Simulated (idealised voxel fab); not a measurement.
Process module in this document: voxel local oxidation
cross-section cut | 290 nm wide | cells 5 nm
Cross-sections here: square-cell grids, written as top-down lists of bands, a band being one or more rows of cells.
The band entry comprises the height of the band's top followed by the height of its bottom, expressed in nm, and subsequently the band's materials from left to right, each stated together with its width in nm. Where a single material is marked with the word "everywhere", that material fills the band from edge to edge. The word "empty" represents empty space.
Ref level 0: as-received wafer is one material below here. Bottom band extends down with no lower bound ("top 0, no bottom").
Read "30..40" as a graded width: first number on top, second number at the bottom, same change between each pair of neighbouring rows.
Take "no change" at face value: in the step it is given for, the cross-section changed in none of its cells.
"Enclosed void entries": sealed empty spaces, 8 cells or more, no open way to top, listed width x height at distance, with distance from the left edge and width, height and distance in nm.
Read whatever lies past the settings on a step's line as the simulator's own remark about the step.
overlay nm: where the mask lay relative to plan, measured to the right, on steps with a mask; negatives go left.
**Process steps foreseen in the plan**
1: RECEIVE with material Si
2: CONFORMAL_DEP with material SiO2, thk nm 5
3: CONFORMAL_DEP with material SiN, thk nm 15
4: MASKED_ETCH with tone cover, mask id ACTIVE, width nm 90, pitch nm 130, etch materials SiN, depth nm 15, overlay nm 0
5: SELECTIVE_ETCH with etch materials SiO2, depth nm 5
6: OXIDIZE with depth nm 15
7: STRIP with etch materials SiN
**First of two wafers, with the run carried out as planned**
**Here's what the wafer looked like in cross-section when it arrived - that's after step 1**
- top 0, no bottom | Si everywhere
- Enclosed void entries: none
**Step 2 complete: cross-section through the wafer**
- top 5, bottom 0 | SiO2 everywhere
- Below 0, no change.
**Step 3 complete: cross-section through the wafer**
- top 20, bottom 5 | SiN everywhere
- Below 5, no change.
**Step 4 complete: cross-section through the wafer**
- top 20, bottom 5 | 35 nm empty | 90 nm SiN | 40 nm empty | 90 nm SiN | 35 nm empty
- Below 5, no change.
**Step 5 complete: cross-section through the wafer**
- top 20, bottom 5 | 35 nm empty | 90 nm SiN | 40 nm empty | 90 nm SiN | 35 nm empty
- top 5, bottom 0 | 40 nm empty | 80 nm SiO2 | 50 nm empty | 80 nm SiO2 | 40 nm empty
- Below 0, no change.
**Step 6 complete: cross-section through the wafer**
- top 20, bottom 5 | 35 nm empty | 90 nm SiN | 40 nm empty | 90 nm SiN | 35 nm empty
- top 5, bottom 0 | 40 nm empty | 80 nm SiO2 | 50 nm empty | 80 nm SiO2 | 40 nm empty
- top 0, bottom -15 | 55 nm SiO2 | 50 nm Si | 80 nm SiO2 | 50 nm Si | 55 nm SiO2
- Below -15, no change.
**Step 7 complete: cross-section through the wafer**
- top 5, bottom 0 | 40 nm empty | 80 nm SiO2 | 50 nm empty | 80 nm SiO2 | 40 nm empty
- Below 0, no change.
**The second wafer: identical to the first at the outset and in its planned sequence, differing only in that one mistake was made during processing; up to and including step 2, its path is the first wafer's path**
Second wafer cross-section, taken as of the time the plan sets for step 3 to be done: no change
Second wafer cross-section, taken as of the time the plan sets for step 4 to be done: no change
**Second wafer cross-section, taken as of the time the plan sets for step 5 to be done**
- top 0, no bottom | Si everywhere
**Second wafer cross-section, taken as of the time the plan sets for step 6 to be done**
- top 0, bottom -15 | SiO2 everywhere
- Below -15, no change.
Second wafer cross-section, taken as of the time the plan sets for step 7 to be done: no change
What broke from the plan during processing? plan step 3 was not performed, having been skipped
Materials where the second wafer ends with more or fewer cells than the first: -60 Si, +28 SiO2
